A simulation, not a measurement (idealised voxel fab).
process module | voxel fin reveal
cross-section cut | 255 nm wide | cells 5 nm
A cross-section is a grid of square cells, given in bands from the top down. A band is one or more rows of cells.
Each band's line starts with the height of the band's top and of its bottom, in nm. Then come its materials from left to right, each with its width in nm. One material with "throughout" fills the band from edge to edge. "air" is empty space.
Height 0 is the level under which the wafer as received is all one material. The lowest band goes on downwards, as in "0 down".
A width such as "30 to 40" changes by the same amount from each row of cells to the next, from the band's top row to its bottom row.
"no change" after a step means that no cell of the cross-section changed.
closed voids: empty space of 8 cells or more with no open way to the top, each as width x height at its distance from the left edge, in nm
after a step's settings: what the simulator itself notes on the step
overlay nm, on a step with a mask: how far to the right of its planned place the mask lay; to the left if negative
plan
1 op RECEIVE | material Si
2 op CONFORMAL_DEP | material SiN | thk nm 10
3 op PATTERN | tone cover | mask id FINS | material resist | width nm 15 | pitch nm 40 | thk nm 15 | overlay nm 0
4 op DIRECTIONAL_ETCH | etch materials SiN | depth nm 10
5 op DIRECTIONAL_ETCH | etch materials Si | depth nm 35
6 op STRIP | etch materials resist
7 op OXIDIZE | depth nm 5
8 op FILL_DEP | material SiO2 | thk nm 10
9 op CMP | height nm 10
10 op SELECTIVE_ETCH | etch materials SiO2 | depth nm 20
11 op STRIP | etch materials SiN
as received, after step 1
  0 down: Si throughout
  closed voids: none
a wafer at the end: this start, this plan, one mistake
  0 to -10: air 85 | Si 10 | air 30 | Si 10 | air 30 | Si 10 | air 80
  -10 to -40: SiO2 85 | Si 10 | SiO2 30 | Si 10 | SiO2 30 | Si 10 | SiO2 80
  -40 down: Si throughout
  closed voids: none
what went wrong: step 3 ran as: op PATTERN | tone cover | mask id FINS | material resist | width nm 20 | pitch nm 40 | thk nm 15 | overlay nm 0
